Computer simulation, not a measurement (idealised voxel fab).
Module name: voxel wiring stack (process module)
We display cut, a cross-section 265 nm in width whose square cells are each 5 nm.
Heads up, the way a cross-section reads in here is a grid of square cells, handed over as bands from the top down, with every band being one or more rows of cells. Heights first: top, then bottom, in nm. Then materials, left to right, each with a width in nm. "edge to edge" on a single material: fills the band edge to edge. "blank": empty space. The level at which height equals 0 is the one under which the wafer, as it arrives, is entirely one material. No lower edge exists for the bottom band, which continues downward and is notated as in "top 0, no bottom". Width "30->40": first value at the band's top row of cells, second value at its bottom row, equal change from row to row. Step note "changes: none" = no cross-section cell changed. In "Sealed void inventory" the enclosed voids are listed, meaning empty spaces of 8 cells or larger without any opening to the top. The form is width x height at distance, distance from the left edge, units nm. Where a step's line continues beyond its settings, the continuation is a remark by the simulator itself on that step. A step's line can hold "overlay nm"; with a mask on that step, the setting says how far right of the planned place the mask lay, while a negative setting says it lay to the left.

-- Process steps foreseen in the plan
step 1: RECEIVE | material Si
step 2: CONFORMAL_DEP | material SiO2 | thk nm 15
step 3: DIRECTIONAL_DEP | material TiN | thk nm 5
step 4: DIRECTIONAL_DEP | material Ru | thk nm 20
step 5: MASKED_ETCH | tone cover | mask id METAL_1 | width nm 30 | pitch nm 50 | etch materials Ru | depth nm 20 | overlay nm 0
step 6: MASKED_ETCH | tone cover | mask id METAL_1 | width nm 30 | pitch nm 50 | etch materials TiN | depth nm 5 | overlay nm 0
step 7: FILL_DEP | material SiO2 | thk nm 5
step 8: CMP | height nm 40
step 9: CONFORMAL_DEP | material SiCN | thk nm 5
step 10: DIRECTIONAL_DEP | material lowk | thk nm 15
step 11: MASKED_ETCH | tone open | mask id PLUG_1 | width nm 15 | pitch nm 100 | etch materials lowk | depth nm 15 | overlay nm 0
step 12: MASKED_ETCH | tone open | mask id PLUG_1 | width nm 15 | pitch nm 100 | etch materials SiCN | depth nm 5 | overlay nm 0
step 13: CONFORMAL_DEP | material TiN | thk nm 5
step 14: FILL_DEP | material Cu | thk nm 10
step 15: CMP | height nm 60
step 16: DIRECTIONAL_DEP | material TiN | thk nm 5
step 17: DIRECTIONAL_DEP | material Ru | thk nm 15
step 18: DIRECTIONAL_DEP | material aC | thk nm 15
step 19: PATTERN | tone cover | mask id METAL_2 | material resist | width nm 30 | pitch nm 50 | thk nm 30 | overlay nm 0
step 20: DIRECTIONAL_ETCH | etch materials aC | depth nm 15
step 21: STRIP | etch materials resist
step 22: DIRECTIONAL_ETCH | etch materials Ru | depth nm 15
step 23: DIRECTIONAL_ETCH | etch materials TiN | depth nm 5
step 24: STRIP | etch materials aC
step 25: CONFORMAL_DEP | material SiCN | thk nm 5
step 26: FILL_DEP | material lowk | thk nm 5
step 27: CMP | height nm 80
step 28: CONFORMAL_DEP | material SiCN | thk nm 5
step 29: DIRECTIONAL_DEP | material SiO2 | thk nm 15
step 30: MASKED_ETCH | tone open | mask id PLUG_2 | width nm 15 | pitch nm 100 | etch materials SiO2 | depth nm 15 | overlay nm 0
step 31: MASKED_ETCH | tone open | mask id PLUG_2 | width nm 15 | pitch nm 100 | etch materials SiCN | depth nm 5 | overlay nm 0
step 32: EPI | material Ru | thk nm 10
step 33: EPI | material Ru | thk nm 10
step 34: DIRECTIONAL_DEP | material TiN | thk nm 5
step 35: DIRECTIONAL_DEP | material Ru | thk nm 20
step 36: MASKED_ETCH | tone cover | mask id METAL_3 | width nm 30 | pitch nm 50 | etch materials Ru | depth nm 20 | overlay nm 0
step 37: MASKED_ETCH | tone cover | mask id METAL_3 | width nm 30 | pitch nm 50 | etch materials TiN | depth nm 5 | overlay nm 0
step 38: FILL_DEP | material SiO2 | thk nm 5
step 39: CMP | height nm 125
step 40: CONFORMAL_DEP | material SiCN | thk nm 5
step 41: DIRECTIONAL_DEP | material lowk | thk nm 15
step 42: MASKED_ETCH | tone open | mask id PLUG_3 | width nm 15 | pitch nm 50 | etch materials lowk | depth nm 15 | overlay nm 0
step 43: MASKED_ETCH | tone open | mask id PLUG_3 | width nm 15 | pitch nm 50 | etch materials SiCN | depth nm 5 | overlay nm 0
step 44: EPI | material Ru | thk nm 10
step 45: EPI | material Ru | thk nm 10
step 46: CONFORMAL_DEP | material SiN | thk nm 5
step 47: DIRECTIONAL_DEP | material lowk | thk nm 15
step 48: MASKED_ETCH | tone open | mask id METAL_4 | width nm 30 | pitch nm 50 | etch materials lowk | depth nm 15 | overlay nm 0
step 49: MASKED_ETCH | tone open | mask id METAL_4 | width nm 30 | pitch nm 50 | etch materials SiN | depth nm 5 | overlay nm 0
step 50: CONFORMAL_DEP | material TiN | thk nm 5
step 51: FILL_DEP | material Ru | thk nm 10
step 52: CMP | height nm 165
step 53: CONFORMAL_DEP | material SiCN | thk nm 5

-- Step 1 complete: cross-section of the wafer as received
	top 0, no bottom = Si edge to edge
	Sealed void inventory: none

-- Cross-section: first of two wafers, module finished, run according to plan
	top 170, bottom 165 = SiCN edge to edge
	top 165, bottom 150 = 40 of lowk | 5 of TiN | 20 of Ru | 5 of TiN | 20 of lowk | 5 of TiN | 20 of Ru | 5 of TiN | 20 of lowk | 5 of TiN | 20 of Ru | 5 of TiN | 20 of lowk | 5 of TiN | 20 of Ru | 5 of TiN | 45 of lowk
	top 150, bottom 145 = 40 of SiN | 30 of TiN | 20 of SiN | 30 of TiN | 20 of SiN | 30 of TiN | 20 of SiN | 30 of TiN | 45 of SiN
	top 145, bottom 130 = 40 of lowk | 15 of Ru | 35 of lowk | 15 of Ru | 35 of lowk | 15 of Ru | 35 of lowk | 15 of Ru | 60 of lowk
	top 130, bottom 125 = 40 of SiCN | 15 of Ru | 35 of SiCN | 15 of Ru | 35 of SiCN | 15 of Ru | 35 of SiCN | 15 of Ru | 60 of SiCN
	top 125, bottom 105 = 40 of SiO2 | 30 of Ru | 20 of SiO2 | 30 of Ru | 20 of SiO2 | 30 of Ru | 20 of SiO2 | 30 of Ru | 45 of SiO2
	top 105, bottom 100 = 40 of SiO2 | 30 of TiN | 20 of SiO2 | 30 of TiN | 20 of SiO2 | 30 of TiN | 20 of SiO2 | 30 of TiN | 45 of SiO2
	top 100, bottom 85 = 40 of SiO2 | 15 of Ru | 85 of SiO2 | 15 of Ru | 110 of SiO2
	top 85, bottom 80 = 40 of SiCN | 15 of Ru | 85 of SiCN | 15 of Ru | 110 of SiCN
	top 80, bottom 65 = 35 of lowk | 5 of SiCN | 30 of Ru | 5 of SiCN | 10 of lowk | 5 of SiCN | 30 of Ru | 5 of SiCN | 10 of lowk | 5 of SiCN | 30 of Ru | 5 of SiCN | 10 of lowk | 5 of SiCN | 30 of Ru | 5 of SiCN | 40 of lowk
	top 65, bottom 60 = 40 of SiCN | 30 of TiN | 20 of SiCN | 30 of TiN | 20 of SiCN | 30 of TiN | 20 of SiCN | 30 of TiN | 45 of SiCN
	top 60, bottom 45 = 40 of lowk | 5 of TiN | 5 of Cu | 5 of TiN | 85 of lowk | 5 of TiN | 5 of Cu | 5 of TiN | 110 of lowk
	top 45, bottom 40 = 40 of SiCN | 15 of TiN | 85 of SiCN | 15 of TiN | 110 of SiCN
	top 40, bottom 20 = 40 of SiO2 | 30 of Ru | 20 of SiO2 | 30 of Ru | 20 of SiO2 | 30 of Ru | 20 of SiO2 | 30 of Ru | 45 of SiO2
	top 20, bottom 15 = 40 of SiO2 | 30 of TiN | 20 of SiO2 | 30 of TiN | 20 of SiO2 | 30 of TiN | 20 of SiO2 | 30 of TiN | 45 of SiO2
	top 15, bottom 0 = SiO2 edge to edge
	top 0, no bottom = Si edge to edge
	Sealed void inventory: none

-- Second of two wafers, module complete, sectioned: it shares the first wafer's start and plan but was run with one mistake
	top 170, bottom 165 = SiCN edge to edge
	top 165, bottom 150 = 40 of lowk | 5 of TiN | 20 of Ru | 5 of TiN | 20 of lowk | 5 of TiN | 20 of Ru | 5 of TiN | 20 of lowk | 5 of TiN | 20 of Ru | 5 of TiN | 20 of lowk | 5 of TiN | 20 of Ru | 5 of TiN | 45 of lowk
	top 150, bottom 145 = 40 of SiN | 30 of TiN | 20 of SiN | 30 of TiN | 20 of SiN | 30 of TiN | 20 of SiN | 30 of TiN | 45 of SiN
	top 145, bottom 130 = 40 of lowk | 15 of Ru | 35 of lowk | 15 of Ru | 35 of lowk | 15 of Ru | 35 of lowk | 15 of Ru | 60 of lowk
	top 130, bottom 125 = 40 of SiCN | 15 of Ru | 35 of SiCN | 15 of Ru | 35 of SiCN | 15 of Ru | 35 of SiCN | 15 of Ru | 60 of SiCN
	top 125, bottom 105 = 40 of SiO2 | 30 of Ru | 20 of SiO2 | 30 of Ru | 20 of SiO2 | 30 of Ru | 20 of SiO2 | 30 of Ru | 45 of SiO2
	top 105, bottom 100 = 40 of SiO2 | 30 of TiN | 20 of SiO2 | 30 of TiN | 20 of SiO2 | 30 of TiN | 20 of SiO2 | 30 of TiN | 45 of SiO2
	top 100, bottom 85 = 35 of SiO2 | 25 of Ru | 75 of SiO2 | 25 of Ru | 105 of SiO2
	top 85, bottom 80 = 40 of SiCN | 15 of Ru | 85 of SiCN | 15 of Ru | 110 of SiCN
	top 80, bottom 65 = 35 of lowk | 5 of SiCN | 30 of Ru | 5 of SiCN | 10 of lowk | 5 of SiCN | 30 of Ru | 5 of SiCN | 10 of lowk | 5 of SiCN | 30 of Ru | 5 of SiCN | 10 of lowk | 5 of SiCN | 30 of Ru | 5 of SiCN | 40 of lowk
	top 65, bottom 60 = 40 of SiCN | 30 of TiN | 20 of SiCN | 30 of TiN | 20 of SiCN | 30 of TiN | 20 of SiCN | 30 of TiN | 45 of SiCN
	top 60, bottom 45 = 40 of lowk | 5 of TiN | 5 of Cu | 5 of TiN | 85 of lowk | 5 of TiN | 5 of Cu | 5 of TiN | 110 of lowk
	top 45, bottom 40 = 40 of SiCN | 15 of TiN | 85 of SiCN | 15 of TiN | 110 of SiCN
	top 40, bottom 20 = 40 of SiO2 | 30 of Ru | 20 of SiO2 | 30 of Ru | 20 of SiO2 | 30 of Ru | 20 of SiO2 | 30 of Ru | 45 of SiO2
	top 20, bottom 15 = 40 of SiO2 | 30 of TiN | 20 of SiO2 | 30 of TiN | 20 of SiO2 | 30 of TiN | 20 of SiO2 | 30 of TiN | 45 of SiO2
	top 15, bottom 0 = SiO2 edge to edge
	top 0, no bottom = Si edge to edge
	Sealed void inventory: none
Want to know what went wrong? contrary to plan, step 30 was performed as MASKED_ETCH | tone open | mask id PLUG_2 | width nm 25 | pitch nm 100 | etch materials SiO2 | depth nm 15 | overlay nm 0
It is noted that, at the conclusion of processing, the second wafer exhibits a higher or lower cell count for certain materials relative to the first: +12 Ru, -12 SiO2
